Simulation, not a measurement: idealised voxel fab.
A process module follows: voxel capacitor over wiring.
In the cross-section labelled cut, the width is 295 nm and each square cell is 5 nm.
Format of a cross-section: grid, square cells. Given as bands. Order: top down. Band: one or more rows of cells. First you get the band's top height and its bottom height, in nm, and then the materials it's made of, left to right, with each width in nm. If you see a single material with "edge to edge", that one covers the band edge to edge. "empty" is empty space. Height 0 is the level under which the wafer as received is all one material. The lowest band goes on downwards, as in "from 0 down". Top row gets the first number, bottom row gets the second, and each row in between changes by the same step: that is how a band width like "30->40" works. Given "remained unchanged" for a step, no cell of the cross-section differs between before and after that step. This entry, "Closed voids list", enumerates those empty regions of no fewer than 8 cells that possess no open connection to the top. Each region is reported in the form width x height at distance, the distance being taken from the left edge, with all three quantities expressed in nm. after a step's settings: what the simulator itself notes on the step. A step's line can hold "overlay nm"; with a mask on that step, the setting says how far right of the planned place the mask lay, while a negative setting says it lay to the left.
## Planned process steps
1) RECEIVE with material Si
2) CONFORMAL_DEP with material SiO2, thk nm 10
3) DIRECTIONAL_DEP with material TiN, thk nm 5
4) DIRECTIONAL_DEP with material W, thk nm 25
5) MASKED_ETCH with tone cover, mask id METAL_1, width nm 20, pitch nm 80, etch materials W, depth nm 25, overlay nm 0
6) MASKED_ETCH with tone cover, mask id METAL_1, width nm 20, pitch nm 80, etch materials TiN, depth nm 5, overlay nm 0
7) FILL_DEP with material SiO2, thk nm 5
8) CMP with height nm 40
9) CONFORMAL_DEP with material SiCN, thk nm 5
10) DIRECTIONAL_DEP with material SiO2, thk nm 15
11) DIRECTIONAL_DEP with material aC, thk nm 10
12) PATTERN with tone open, mask id PLUG_1, material resist, width nm 15, thk nm 25, overlay nm 0
13) DIRECTIONAL_ETCH with etch materials aC, depth nm 10
14) STRIP with etch materials resist
15) DIRECTIONAL_ETCH with etch materials SiO2, depth nm 15
16) DIRECTIONAL_ETCH with etch materials SiCN, depth nm 5
17) STRIP with etch materials aC
18) EPI with material Ru, thk nm 10
19) EPI with material Ru, thk nm 10
20) DIRECTIONAL_DEP with material TiN, thk nm 5
21) DIRECTIONAL_DEP with material Al2O3, thk nm 5
22) DIRECTIONAL_DEP with material TiN, thk nm 10
23) MASKED_ETCH with tone cover, mask id UPPER_PLATE, width nm 65, etch materials TiN, depth nm 10, overlay nm 0
24) MASKED_ETCH with tone cover, mask id UPPER_PLATE, width nm 65, etch materials Al2O3, depth nm 5, overlay nm 0
25) PATTERN with tone cover, mask id LOWER_PLATE, material resist, width nm 75, thk nm 15, overlay nm 0
26) DIRECTIONAL_ETCH with etch materials TiN, depth nm 5
27) STRIP with etch materials resist
28) FILL_DEP with material SiO2, thk nm 20
29) CMP with height nm 95
30) DIRECTIONAL_DEP with material aC, thk nm 15
31) PATTERN with tone open, mask id PLUG_2, material resist, width nm 15, thk nm 30, overlay nm 0
32) DIRECTIONAL_ETCH with etch materials aC, depth nm 15
33) STRIP with etch materials resist
34) DIRECTIONAL_ETCH with etch materials SiO2, depth nm 15
35) STRIP with etch materials aC
36) CONFORMAL_DEP with material TiN, thk nm 5
37) FILL_DEP with material Ru, thk nm 5
38) CMP with height nm 95
39) CONFORMAL_DEP with material SiCN, thk nm 5
## as received, after step 1
from 0 down | Si edge to edge
Closed voids list: none
## As-planned run: cross-section of the first of two wafers at end of module
from 100 to 95 | SiCN edge to edge
from 95 to 85 | 110 nm SiO2  5 nm TiN  5 nm Ru  5 nm TiN  170 nm SiO2
from 85 to 80 | 110 nm SiO2  15 nm TiN  170 nm SiO2
from 80 to 70 | 100 nm SiO2  65 nm TiN  130 nm SiO2
from 70 to 65 | 100 nm SiO2  65 nm Al2O3  130 nm SiO2
from 65 to 60 | 95 nm SiO2  75 nm TiN  125 nm SiO2
from 60 to 45 | 100 nm SiO2  15 nm Ru  180 nm SiO2
from 45 to 40 | 100 nm SiCN  15 nm Ru  180 nm SiCN
from 40 to 15 | 95 nm SiO2  20 nm W  60 nm SiO2  20 nm W  100 nm SiO2
from 15 to 10 | 95 nm SiO2  20 nm TiN  60 nm SiO2  20 nm TiN  100 nm SiO2
from 10 to 0 | SiO2 edge to edge
from 0 down | Si edge to edge
Closed voids list: none
## Here's the second of our two wafers sectioned at module end. Same start as the first, same plan, but one mistake got made running it
from 100 to 95 | SiCN edge to edge
from 95 to 85 | 110 nm SiO2  5 nm TiN  5 nm Ru  5 nm TiN  170 nm SiO2
from 85 to 80 | 110 nm SiO2  15 nm TiN  170 nm SiO2
from 80 to 70 | 115 nm SiO2  50 nm TiN  130 nm SiO2
from 70 to 65 | 115 nm SiO2  50 nm Al2O3  130 nm SiO2
from 65 to 60 | 95 nm SiO2  5 nm TiN  15 nm SiO2  55 nm TiN  125 nm SiO2
from 60 to 50 | 100 nm SiO2  15 nm TiN  180 nm SiO2
from 50 to 45 | 100 nm SiO2  15 nm Al2O3  180 nm SiO2
from 45 to 40 | 100 nm SiCN  15 nm TiN  180 nm SiCN
from 40 to 15 | 95 nm W  20 nm SiO2  60 nm W  20 nm SiO2  100 nm W
from 15 to 10 | TiN edge to edge
from 10 to 0 | SiO2 edge to edge
from 0 down | Si edge to edge
Closed voids list: none
In executing the process, a mistake was made relative to the plan: step 5 went in with a setting other than planned; the actual run was MASKED_ETCH with tone open, mask id METAL_1, width nm 20, pitch nm 80, etch materials W, depth nm 25, overlay nm 0
It is noted that, at the conclusion of processing, the second wafer exhibits a higher or lower cell count for certain materials relative to the first: Ru: 12 fewer | SiO2: 254 fewer | TiN: 51 more | W: 215 more
